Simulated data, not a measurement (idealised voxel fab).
Name of the process module below: voxel spacer lines
FYI the section here is cut, 225 nm wide, cells are 5 nm squares.
Bands, listed from the top down, are how a cross-section gets written in this document; the cross-section itself is a grid of square cells, and a band is one or more rows of them. What a band's entry tells you: where the top is and where the bottom is, as heights in nm, and after that what lies inside, material by material from left to right, each with its width in nm. Empty space is written as the word "blank", and a single material marked with the word "throughout" occupies the band from edge to edge. Note: height 0 marks the level under which the wafer is uniformly one material as received. Lowest band unbounded below, written "0 nm and below". When a width is written as two numbers, as in "30->40", the first number is the width in the top row of cells of the band and the second is the width in its bottom row, and the width changes by the same amount from each row to the next. The designation "nothing altered", where it is given for a processing step, indicates that no cell of the cross-section was altered in the course of that step. Voids not open to the top, 8 cells minimum: see "Sealed-off cavities". Written width x height at distance; distance is from the left edge; nm. Text after the settings on a step's line: the simulator's own remark on that step. You can add "overlay nm" to a step's line. For a step with a mask, it describes how far the mask lay to the right of its planned position, and a negative number describes a lay to the left.

### The steps planned for the process are as follows
step 1: RECEIVE, material Si
step 2: CONFORMAL_DEP, material Al2O3, thk nm 10
step 3: DIRECTIONAL_DEP, material TiN, thk nm 10
step 4: DIRECTIONAL_DEP, material aC, thk nm 25
step 5: PATTERN, tone cover, mask id MANDREL, material resist, width nm 25, pitch nm 70, thk nm 35, overlay nm 0
step 6: DIRECTIONAL_ETCH, etch materials aC, depth nm 25
step 7: STRIP, etch materials resist
step 8: CONFORMAL_DEP, material SiO2, thk nm 10
step 9: DIRECTIONAL_ETCH, etch materials SiO2, depth nm 10
step 10: STRIP, etch materials aC
step 11: DIRECTIONAL_ETCH, etch materials TiN, depth nm 10
step 12: STRIP, etch materials SiO2
step 13: FILL_DEP, material lowk, thk nm 10
step 14: CMP, height nm 20

### as received, after step 1
* 0 nm and below: Si throughout
* Sealed-off cavities: none

### Final wafer profile in cross-section after the module, from the same start and plan as above, with one mistake made during processing
* 20 nm to 10 nm: lowk (20), TiN (10), lowk (30), TiN (10), lowk (20), TiN (10), lowk (30), TiN (10), lowk (20), TiN (10), lowk (30), TiN (10), lowk (15)
* 10 nm to 0 nm: Al2O3 throughout
* 0 nm and below: Si throughout
* Sealed-off cavities: none
The mistake made against the process plan was this: not per plan at step 5, really ran PATTERN, tone cover, mask id MANDREL, material resist, width nm 30, pitch nm 70, thk nm 35, overlay nm 0
